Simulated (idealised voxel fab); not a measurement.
Herein follows the process module entitled voxel wiring stack.
Shown is cross-section cut, with a width of 260 nm and square cells of size 5 nm.
A cross-section is a grid of square cells, given in bands from the top down. A band is one or more rows of cells.
First you get the band's top height and its bottom height, in nm, and then the materials it's made of, left to right, with each width in nm. If you see a single material with "all across", that one covers the band edge to edge. "blank" is empty space.
Below 0: as-received wafer, all one material; heights counted from there. Lowest band: no bottom, goes on down, written "0 -> down".
The expression "30 to 40" gives the width at the extremes of the band, the first number at its top row of cells and the second at its bottom row, with the width changing by equal amounts from each row to the next in between.
"stayed the same" means the step left every cell of the cross-section as it was.
For the entry "Closed void inventory", the listed items are empty spaces with no open way to the top whose size is 8 cells or more; each item follows the pattern width x height at distance, where distance is from the left edge and all three are in nm.
Post-settings text on a step line: simulator's own remark regarding the step.
The optional step-line setting "overlay nm" applies to steps with a mask and quantifies how far to the right of its planned location the mask lay, a negative value indicating leftward placement.

Process steps (planned)
1,RECEIVE: material Si
2,CONFORMAL_DEP: material SiO2, thk nm 15
3,DIRECTIONAL_DEP: material TiN, thk nm 5
4,DIRECTIONAL_DEP: material Ru, thk nm 25
5,PATTERN: tone cover, mask id METAL_1, material resist, width nm 30, pitch nm 45, thk nm 15, overlay nm 0
6,DIRECTIONAL_ETCH: etch materials Ru, depth nm 25
7,DIRECTIONAL_ETCH: etch materials TiN, depth nm 5
8,STRIP: etch materials resist
9,CONFORMAL_DEP: material SiCN, thk nm 5
10,FILL_DEP: material SiO2, thk nm 5
11,CMP: height nm 45
12,CONFORMAL_DEP: material SiCN, thk nm 5
13,DIRECTIONAL_DEP: material lowk, thk nm 20
14,MASKED_ETCH: tone open, mask id PLUG_1, width nm 15, pitch nm 90, etch materials lowk, depth nm 20, overlay nm 0
15,MASKED_ETCH: tone open, mask id PLUG_1, width nm 15, pitch nm 90, etch materials SiCN, depth nm 5, overlay nm 0
16,EPI: material Ru, thk nm 10
17,EPI: material Ru, thk nm 10
18,EPI: material Ru, thk nm 5
19,CONFORMAL_DEP: material SiN, thk nm 5
20,DIRECTIONAL_DEP: material SiO2, thk nm 25
21,DIRECTIONAL_DEP: material aC, thk nm 15
22,PATTERN: tone open, mask id METAL_2, material resist, width nm 30, pitch nm 45, thk nm 35, overlay nm 0
23,DIRECTIONAL_ETCH: etch materials aC, depth nm 15
24,STRIP: etch materials resist
25,DIRECTIONAL_ETCH: etch materials SiO2, depth nm 25
26,DIRECTIONAL_ETCH: etch materials SiN, depth nm 5
27,STRIP: etch materials aC
28,CONFORMAL_DEP: material TiN, thk nm 5
29,FILL_DEP: material Ru, thk nm 10
30,CMP: height nm 100
31,EPI: material Ru, thk nm 5
32,FILL_DEP: material SiCN, thk nm 5
33,DIRECTIONAL_DEP: material lowk, thk nm 25
34,PATTERN: tone open, mask id METAL_3, material resist, width nm 30, pitch nm 45, thk nm 20, overlay nm 0
35,DIRECTIONAL_ETCH: etch materials lowk, depth nm 15
36,STRIP: etch materials resist
37,DIRECTIONAL_DEP: material aC, thk nm 15
38,PATTERN: tone open, mask id METAL_3_HOLES, material resist, width nm 15, pitch nm 45, thk nm 30, overlay nm 0
39,DIRECTIONAL_ETCH: etch materials aC, depth nm 15
40,STRIP: etch materials resist
41,DIRECTIONAL_ETCH: etch materials lowk, depth nm 10
42,DIRECTIONAL_ETCH: etch materials SiCN, depth nm 5
43,STRIP: etch materials aC
44,CONFORMAL_DEP: material TiN, thk nm 5
45,FILL_DEP: material Cu, thk nm 5
46,CMP: height nm 135
47,CONFORMAL_DEP: material SiN, thk nm 5

Shown in cross-section is the wafer as received, that is, as it stands after step 1
	0 -> down: Si all across
	Closed void inventory: none

Cross-sectional result after module completion. Note: starting condition and plan are unchanged from above; one processing mistake was made
	140 -> 135: SiN all across
	135 -> 125: lowk: 70 | TiN: 5 | Cu: 20 | TiN: 5 | lowk: 15 | TiN: 5 | Cu: 20 | TiN: 5 | lowk: 15 | TiN: 5 | Cu: 20 | TiN: 5 | lowk: 70
	125 -> 120: lowk: 70 | TiN: 5 | Cu: 5 | TiN: 20 | lowk: 15 | TiN: 5 | Cu: 5 | TiN: 20 | lowk: 15 | TiN: 5 | Cu: 5 | TiN: 20 | lowk: 70
	120 -> 110: lowk: 70 | TiN: 5 | Cu: 5 | TiN: 5 | lowk: 30 | TiN: 5 | Cu: 5 | TiN: 5 | lowk: 30 | TiN: 5 | Cu: 5 | TiN: 5 | lowk: 85
	110 -> 105: SiCN: 70 | TiN: 15 | SiCN: 30 | TiN: 15 | SiCN: 30 | TiN: 15 | SiCN: 85
	105 -> 100: SiCN: 65 | Ru: 40 | SiCN: 5 | Ru: 40 | SiCN: 5 | Ru: 40 | SiCN: 65
	100 -> 85: SiO2: 70 | TiN: 5 | Ru: 20 | TiN: 5 | SiO2: 15 | TiN: 5 | Ru: 20 | TiN: 5 | SiO2: 15 | TiN: 5 | Ru: 20 | TiN: 5 | SiO2: 70
	85 -> 80: SiO2: 55 | SiN: 15 | TiN: 30 | SiO2: 15 | TiN: 5 | Ru: 20 | TiN: 5 | SiN: 15 | TiN: 30 | SiO2: 70
	80 -> 75: SiO2: 55 | SiN: 5 | Ru: 35 | SiN: 5 | SiO2: 15 | TiN: 5 | Ru: 20 | TiN: 5 | SiN: 5 | Ru: 35 | SiN: 5 | SiO2: 70
	75 -> 70: SiN: 60 | Ru: 35 | SiN: 20 | TiN: 30 | SiN: 5 | Ru: 35 | SiN: 75
	70 -> 50: lowk: 70 | Ru: 15 | lowk: 75 | Ru: 15 | lowk: 85
	50 -> 45: SiCN: 70 | Ru: 15 | SiCN: 75 | Ru: 15 | SiCN: 85
	45 -> 20: SiO2: 65 | SiCN: 5 | Ru: 30 | SiCN: 5 | SiO2: 5 | SiCN: 5 | Ru: 30 | SiCN: 5 | SiO2: 5 | SiCN: 5 | Ru: 30 | SiCN: 5 | SiO2: 65
	20 -> 15: SiCN: 70 | TiN: 30 | SiCN: 15 | TiN: 30 | SiCN: 15 | TiN: 30 | SiCN: 70
	15 -> 0: SiO2 all across
	0 -> down: Si all across
	Closed void inventory: none
what went wrong: among the identical steps 16 and 17, one was performed twice; which one remains unidentifiable
